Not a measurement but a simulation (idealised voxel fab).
A process module follows: voxel ribs on slabs.
The figure presents cross-section cut, which has a width of 290 nm and is divided into square cells with an edge length of 5 nm.
Cross-sections here: square-cell grids, written as top-down lists of bands, a band being one or more rows of cells. The band entry comprises the height of the band's top followed by the height of its bottom, expressed in nm, and subsequently the band's materials from left to right, each stated together with its width in nm. Where a single material is marked with the word "full width", that material fills the band from edge to edge. The word "empty" represents empty space. For the purposes of this specification, 0 denotes the height below which the wafer in its as-received condition is composed wholly of one material, and the lowermost band, lacking a lower limit, extends downward without end, as expressed in "z 0 and below". Think of "30..40" as a width that walks from the first number to the second as you go down the band, top row to bottom row, taking equal-sized steps from row to row. Take "nothing different" at face value: in the step it is given for, the cross-section changed in none of its cells. "Closed void table": empty spaces of 8 cells or more with no open way to the top, each given as width x height at distance, distance from the left edge, all in nm. Past the settings on a step's line: simulator remark, on that step. overlay nm: on a step with a mask, how far right of its planned place the mask lay; negative means left.
THE STEPS PLANNED FOR THE PROCESS ARE AS FOLLOWS
1: RECEIVE: material Si
2: DIRECTIONAL_DEP: material SiO2, thk nm 20
3: DIRECTIONAL_DEP: material polySi, thk nm 15
4: MASKED_ETCH: tone cover, mask id RIB, width nm 25, etch materials polySi, depth nm 5, overlay nm 0
5: DIRECTIONAL_DEP: material aC, thk nm 10
6: PATTERN: tone cover, mask id SLAB, material resist, width nm 75, thk nm 25, overlay nm 0
7: DIRECTIONAL_ETCH: etch materials aC, depth nm 10
8: STRIP: etch materials resist
9: DIRECTIONAL_ETCH: etch materials polySi, depth nm 10
10: STRIP: etch materials aC
11: FILL_DEP: material SiO2, thk nm 20
12: CMP: height nm 45
13: DIRECTIONAL_DEP: material TiN, thk nm 5
14: DIRECTIONAL_DEP: material aC, thk nm 15
15: PATTERN: tone cover, mask id HEATER, material resist, width nm 25, thk nm 35, overlay nm 0
16: DIRECTIONAL_ETCH: etch materials aC, depth nm 15
17: STRIP: etch materials resist
18: DIRECTIONAL_ETCH: etch materials TiN, depth nm 5
19: STRIP: etch materials aC
20: CONFORMAL_DEP: material SiO2, thk nm 5
All wafers enter the flow in the same state. The width nm at step 15 differs from wafer to wafer, and the plan gives the value for the first wafer.
AS-RECEIVED STATE AFTER STEP 1, FIRST OF SEVERAL WAFERS, CROSS-SECTION
    z 0 and below = Si full width
    Closed void table: none
THE FOLLOWING TABLE CONTAINS A ROW PER WAFER, IN WHICH ARE REPORTED, AT THE CONCLUSION OF THE MODULE, THE CELLS OF EACH MATERIAL GAINED (+) OR LOST (-) SINCE THE WAFER'S RECEIPT, WITH ITS CLOSED VOIDS GIVEN THEREAFTER
width nm 25; +547 SiO2; +5 TiN; +35 polySi; Closed void table: none
width nm 30; +547 SiO2; +6 TiN; +35 polySi; Closed void table: none
width nm 35; +547 SiO2; +7 TiN; +35 polySi; Closed void table: none
width nm 40; +547 SiO2; +8 TiN; +35 polySi; Closed void table: none
width nm 45; +547 SiO2; +9 TiN; +35 polySi; Closed void table: none
width nm 50; +547 SiO2; +10 TiN; +35 polySi; Closed void table: none
